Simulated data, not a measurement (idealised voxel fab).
This section sets out a process module, namely voxel gate over fins.
The cross-section on display is named cut; it measures 240 nm wide, and its cells are 5 nm squares.
Square cells in a grid make up a cross-section in this document, and the grid is given as bands, listed from the top down, each one or more rows of cells. Heights first: top, then bottom, in nm. Then materials, left to right, each with a width in nm. "everywhere" on a single material: fills the band edge to edge. "empty": empty space. A quick word on heights: they are counted from 0, and under that level the wafer as it came to us is one material throughout. The lowest band is different from the rest in having no bottom; it simply continues downward, written as in "from 0 down". The expression "30 to 40" gives the width at the extremes of the band, the first number at its top row of cells and the second at its bottom row, with the width changing by equal amounts from each row to the next in between. Key: "no modifications" - step with no changed cell in the cross-section. For the entry "Completely enclosed voids", the listed items are empty spaces with no open way to the top whose size is 8 cells or more; each item follows the pattern width x height at distance, where distance is from the left edge and all three are in nm. If you see something after the settings on a step's line, that's the simulator's own remark about that step. "overlay nm" denotes, for a step that has a mask, the displacement of the mask to the right of its planned place, with negative values corresponding to the left.

**Set out below are the planned steps of the process**
1: RECEIVE with material Si
2: CONFORMAL_DEP with material SiN, thk nm 10
3: MASKED_ETCH with tone cover, mask id FINS, width nm 15, pitch nm 60, etch materials SiN, depth nm 10, overlay nm 0
4: MASKED_ETCH with tone cover, mask id FINS, width nm 15, pitch nm 60, etch materials Si, depth nm 40, overlay nm 0
5: FILL_DEP with material SiO2, thk nm 15
6: CMP with height nm 10
7: PATTERN with tone open, mask id RAIL, material resist, width nm 15, thk nm 15, overlay nm 0
8: DIRECTIONAL_ETCH with etch materials SiO2, depth nm 45
9: STRIP with etch materials resist
10: CONFORMAL_DEP with material TiN, thk nm 5
11: FILL_DEP with material W, thk nm 5
12: CMP with height nm 10
13: SELECTIVE_ETCH with etch materials W Ru TiN, depth nm 30
14: FILL_DEP with material SiO2, thk nm 5
15: CMP with height nm 10
16: SELECTIVE_ETCH with etch materials SiO2, depth nm 25
17: STRIP with etch materials SiN
18: CONFORMAL_DEP with material HfO2, thk nm 5
19: CONFORMAL_DEP with material TiN, thk nm 5
20: FILL_DEP with material W, thk nm 10
21: CMP with height nm 15
22: CONFORMAL_DEP with material SiN, thk nm 10

**First of the two wafers, run per plan**

**Step 1 complete: cross-section of the wafer as received**
- from 0 down = Si everywhere
- Completely enclosed voids: none

**Cross-section of the wafer after step 2**
- from 10 to 0 = SiN everywhere
- Note: structure below 0 unchanged.

**Cross-section of the wafer after step 3**
- from 10 to 0 = empty=80 / SiN=15 / empty=45 / SiN=15 / empty=85
- Note: structure below 0 unchanged.

**Cross-section of the wafer after step 4**
- from 10 to 0 = empty=80 / SiN=15 / empty=45 / SiN=15 / empty=85
- from 0 to -40 = empty=80 / Si=15 / empty=45 / Si=15 / empty=85
- Note: structure below -40 unchanged.

**Cross-section of the wafer after step 5**
- from 25 to 10 = SiO2 everywhere
- from 10 to 0 = SiO2=80 / SiN=15 / SiO2=45 / SiN=15 / SiO2=85
- from 0 to -40 = SiO2=80 / Si=15 / SiO2=45 / Si=15 / SiO2=85
- Note: structure below -40 unchanged.

**Cross-section of the wafer after step 6**
- from 10 to 0 = SiO2=80 / SiN=15 / SiO2=45 / SiN=15 / SiO2=85
- Note: structure below 0 unchanged.

**Cross-section of the wafer after step 7**
- from 25 to 10 = resist=110 / empty=15 / resist=115
- Note: structure below 10 unchanged.

**Cross-section of the wafer after step 8**
- from 25 to 10 = resist=110 / empty=15 / resist=115
- from 10 to 0 = SiO2=80 / SiN=15 / SiO2=15 / empty=15 / SiO2=15 / SiN=15 / SiO2=85
- from 0 to -35 = SiO2=80 / Si=15 / SiO2=15 / empty=15 / SiO2=15 / Si=15 / SiO2=85
- Note: structure below -35 unchanged.

**Cross-section of the wafer after step 9**
- from 10 to 0 = SiO2=80 / SiN=15 / SiO2=15 / empty=15 / SiO2=15 / SiN=15 / SiO2=85
- Note: structure below 0 unchanged.

**Cross-section of the wafer after step 10**
- from 15 to 10 = TiN=115 / empty=5 / TiN=120
- from 10 to 0 = SiO2=80 / SiN=15 / SiO2=15 / TiN=5 / empty=5 / TiN=5 / SiO2=15 / SiN=15 / SiO2=85
- from 0 to -30 = SiO2=80 / Si=15 / SiO2=15 / TiN=5 / empty=5 / TiN=5 / SiO2=15 / Si=15 / SiO2=85
- from -30 to -35 = SiO2=80 / Si=15 / SiO2=15 / TiN=15 / SiO2=15 / Si=15 / SiO2=85
- Note: structure below -35 unchanged.

**Cross-section of the wafer after step 11**
- from 20 to 15 = W everywhere
- from 15 to 10 = TiN=115 / W=5 / TiN=120
- from 10 to 0 = SiO2=80 / SiN=15 / SiO2=15 / TiN=5 / W=5 / TiN=5 / SiO2=15 / SiN=15 / SiO2=85
- from 0 to -30 = SiO2=80 / Si=15 / SiO2=15 / TiN=5 / W=5 / TiN=5 / SiO2=15 / Si=15 / SiO2=85
- Note: structure below -30 unchanged.

**Cross-section of the wafer after step 12**
- from 10 to 0 = SiO2=80 / SiN=15 / SiO2=15 / TiN=5 / W=5 / TiN=5 / SiO2=15 / SiN=15 / SiO2=85
- Note: structure below 0 unchanged.

**Cross-section of the wafer after step 13**
- from 10 to 0 = SiO2=80 / SiN=15 / SiO2=15 / empty=15 / SiO2=15 / SiN=15 / SiO2=85
- from 0 to -20 = SiO2=80 / Si=15 / SiO2=15 / empty=15 / SiO2=15 / Si=15 / SiO2=85
- Note: structure below -20 unchanged.

**Cross-section of the wafer after step 14**
- from 15 to 10 = SiO2 everywhere
- from 10 to 0 = SiO2=80 / SiN=15 / SiO2=45 / SiN=15 / SiO2=85
- from 0 to -20 = SiO2=80 / Si=15 / SiO2=45 / Si=15 / SiO2=85
- Note: structure below -20 unchanged.

**Cross-section of the wafer after step 15**
- from 10 to 0 = SiO2=80 / SiN=15 / SiO2=45 / SiN=15 / SiO2=85
- Note: structure below 0 unchanged.

**Cross-section of the wafer after step 16**
- from 10 to 0 = empty=80 / SiN=15 / empty=45 / SiN=15 / empty=85
- from 0 to -15 = empty=80 / Si=15 / empty=45 / Si=15 / empty=85
- Note: structure below -15 unchanged.

**Cross-section of the wafer after step 17**
- from 0 to -15 = empty=80 / Si=15 / empty=45 / Si=15 / empty=85
- Note: structure below -15 unchanged.

**Cross-section of the wafer after step 18**
- from 5 to 0 = empty=75 / HfO2=25 / empty=35 / HfO2=25 / empty=80
- from 0 to -10 = empty=75 / HfO2=5 / Si=15 / HfO2=5 / empty=35 / HfO2=5 / Si=15 / HfO2=5 / empty=80
- from -10 to -15 = HfO2=80 / Si=15 / HfO2=45 / Si=15 / HfO2=85
- Note: structure below -15 unchanged.

**Cross-section of the wafer after step 19**
- from 10 to 5 = empty=70 / TiN=35 / empty=25 / TiN=35 / empty=75
- from 5 to 0 = empty=70 / TiN=5 / HfO2=25 / TiN=5 / empty=25 / TiN=5 / HfO2=25 / TiN=5 / empty=75
- from 0 to -5 = empty=70 / TiN=5 / HfO2=5 / Si=15 / HfO2=5 / TiN=5 / empty=25 / TiN=5 / HfO2=5 / Si=15 / HfO2=5 / TiN=5 / empty=75
- from -5 to -10 = TiN=75 / HfO2=5 / Si=15 / HfO2=5 / TiN=35 / HfO2=5 / Si=15 / HfO2=5 / TiN=80
- Note: structure below -10 unchanged.

**Cross-section of the wafer after step 20**
- from 20 to 10 = W everywhere
- from 10 to 5 = W=70 / TiN=35 / W=25 / TiN=35 / W=75
- from 5 to 0 = W=70 / TiN=5 / HfO2=25 / TiN=5 / W=25 / TiN=5 / HfO2=25 / TiN=5 / W=75
- from 0 to -5 = W=70 / TiN=5 / HfO2=5 / Si=15 / HfO2=5 / TiN=5 / W=25 / TiN=5 / HfO2=5 / Si=15 / HfO2=5 / TiN=5 / W=75
- Note: structure below -5 unchanged.

**Cross-section of the wafer after step 21**
- from 15 to 10 = W everywhere
- Note: structure below 10 unchanged.

**Cross-section of the wafer after step 22**
- from 25 to 15 = SiN everywhere
- Note: structure below 15 unchanged.

**The second wafer began exactly as the first did and followed the same plan, but one mistake was made while running it; through step 3 inclusive, the two wafers are identical**

**Second wafer at the planned finish of step 4, seen in cross-section**
- from 10 to 0 = empty=80 / SiN=15 / empty=45 / SiN=15 / empty=85
- from 0 to -35 = empty=80 / Si=15 / empty=45 / Si=15 / empty=85
- Note: structure below -35 unchanged.

**Second wafer at the planned finish of step 5, seen in cross-section**
- from 25 to 10 = SiO2 everywhere
- from 10 to 0 = SiO2=80 / SiN=15 / SiO2=45 / SiN=15 / SiO2=85
- from 0 to -35 = SiO2=80 / Si=15 / SiO2=45 / Si=15 / SiO2=85
- Note: structure below -35 unchanged.

**Second wafer at the planned finish of step 6, seen in cross-section**
- from 10 to 0 = SiO2=80 / SiN=15 / SiO2=45 / SiN=15 / SiO2=85
- Note: structure below 0 unchanged.

**Second wafer at the planned finish of step 7, seen in cross-section**
- from 25 to 10 = resist=110 / empty=15 / resist=115
- Note: structure below 10 unchanged.

**Second wafer at the planned finish of step 8, seen in cross-section**
- from 25 to 10 = resist=110 / empty=15 / resist=115
- from 10 to 0 = SiO2=80 / SiN=15 / SiO2=15 / empty=15 / SiO2=15 / SiN=15 / SiO2=85
- from 0 to -35 = SiO2=80 / Si=15 / SiO2=15 / empty=15 / SiO2=15 / Si=15 / SiO2=85
- Note: structure below -35 unchanged.

**Second wafer at the planned finish of step 9, seen in cross-section**
- from 10 to 0 = SiO2=80 / SiN=15 / SiO2=15 / empty=15 / SiO2=15 / SiN=15 / SiO2=85
- Note: structure below 0 unchanged.

**Second wafer at the planned finish of step 10, seen in cross-section**
- from 15 to 10 = TiN=115 / empty=5 / TiN=120
- from 10 to 0 = SiO2=80 / SiN=15 / SiO2=15 / TiN=5 / empty=5 / TiN=5 / SiO2=15 / SiN=15 / SiO2=85
- from 0 to -30 = SiO2=80 / Si=15 / SiO2=15 / TiN=5 / empty=5 / TiN=5 / SiO2=15 / Si=15 / SiO2=85
- from -30 to -35 = SiO2=80 / Si=15 / SiO2=15 / TiN=15 / SiO2=15 / Si=15 / SiO2=85
- Note: structure below -35 unchanged.

**Second wafer at the planned finish of step 11, seen in cross-section**
- from 20 to 15 = W everywhere
- from 15 to 10 = TiN=115 / W=5 / TiN=120
- from 10 to 0 = SiO2=80 / SiN=15 / SiO2=15 / TiN=5 / W=5 / TiN=5 / SiO2=15 / SiN=15 / SiO2=85
- from 0 to -30 = SiO2=80 / Si=15 / SiO2=15 / TiN=5 / W=5 / TiN=5 / SiO2=15 / Si=15 / SiO2=85
- Note: structure below -30 unchanged.

**Second wafer at the planned finish of step 12, seen in cross-section**
- from 10 to 0 = SiO2=80 / SiN=15 / SiO2=15 / TiN=5 / W=5 / TiN=5 / SiO2=15 / SiN=15 / SiO2=85
- Note: structure below 0 unchanged.

**Second wafer at the planned finish of step 13, seen in cross-section**
- from 10 to 0 = SiO2=80 / SiN=15 / SiO2=15 / empty=15 / SiO2=15 / SiN=15 / SiO2=85
- from 0 to -20 = SiO2=80 / Si=15 / SiO2=15 / empty=15 / SiO2=15 / Si=15 / SiO2=85
- Note: structure below -20 unchanged.

**Second wafer at the planned finish of step 14, seen in cross-section**
- from 15 to 10 = SiO2 everywhere
- from 10 to 0 = SiO2=80 / SiN=15 / SiO2=45 / SiN=15 / SiO2=85
- from 0 to -20 = SiO2=80 / Si=15 / SiO2=45 / Si=15 / SiO2=85
- Note: structure below -20 unchanged.

**Second wafer at the planned finish of step 15, seen in cross-section**
- from 10 to 0 = SiO2=80 / SiN=15 / SiO2=45 / SiN=15 / SiO2=85
- Note: structure below 0 unchanged.

**Second wafer at the planned finish of step 16, seen in cross-section**
- from 10 to 0 = empty=80 / SiN=15 / empty=45 / SiN=15 / empty=85
- from 0 to -15 = empty=80 / Si=15 / empty=45 / Si=15 / empty=85
- Note: structure below -15 unchanged.

**Second wafer at the planned finish of step 17, seen in cross-section**
- from 0 to -15 = empty=80 / Si=15 / empty=45 / Si=15 / empty=85
- Note: structure below -15 unchanged.

**Second wafer at the planned finish of step 18, seen in cross-section**
- from 5 to 0 = empty=75 / HfO2=25 / empty=35 / HfO2=25 / empty=80
- from 0 to -10 = empty=75 / HfO2=5 / Si=15 / HfO2=5 / empty=35 / HfO2=5 / Si=15 / HfO2=5 / empty=80
- from -10 to -15 = HfO2=80 / Si=15 / HfO2=45 / Si=15 / HfO2=85
- Note: structure below -15 unchanged.

**Second wafer at the planned finish of step 19, seen in cross-section**
- from 10 to 5 = empty=70 / TiN=35 / empty=25 / TiN=35 / empty=75
- from 5 to 0 = empty=70 / TiN=5 / HfO2=25 / TiN=5 / empty=25 / TiN=5 / HfO2=25 / TiN=5 / empty=75
- from 0 to -5 = empty=70 / TiN=5 / HfO2=5 / Si=15 / HfO2=5 / TiN=5 / empty=25 / TiN=5 / HfO2=5 / Si=15 / HfO2=5 / TiN=5 / empty=75
- from -5 to -10 = TiN=75 / HfO2=5 / Si=15 / HfO2=5 / TiN=35 / HfO2=5 / Si=15 / HfO2=5 / TiN=80
- Note: structure below -10 unchanged.

**Second wafer at the planned finish of step 20, seen in cross-section**
- from 20 to 10 = W everywhere
- from 10 to 5 = W=70 / TiN=35 / W=25 / TiN=35 / W=75
- from 5 to 0 = W=70 / TiN=5 / HfO2=25 / TiN=5 / W=25 / TiN=5 / HfO2=25 / TiN=5 / W=75
- from 0 to -5 = W=70 / TiN=5 / HfO2=5 / Si=15 / HfO2=5 / TiN=5 / W=25 / TiN=5 / HfO2=5 / Si=15 / HfO2=5 / TiN=5 / W=75
- Note: structure below -5 unchanged.

**Second wafer at the planned finish of step 21, seen in cross-section**
- from 15 to 10 = W everywhere
- Note: structure below 10 unchanged.

**Second wafer at the planned finish of step 22, seen in cross-section**
- from 25 to 15 = SiN everywhere
- Note: structure below 15 unchanged.
What broke from the plan during processing? step 4 ran differently from the plan; actual operation with settings: MASKED_ETCH with tone cover, mask id FINS, width nm 15, pitch nm 60, etch materials Si, depth nm 35, overlay nm 0
The final cell counts differ between the wafers, with the second having more or fewer of some materials than the first: Si +42; SiO2 -42
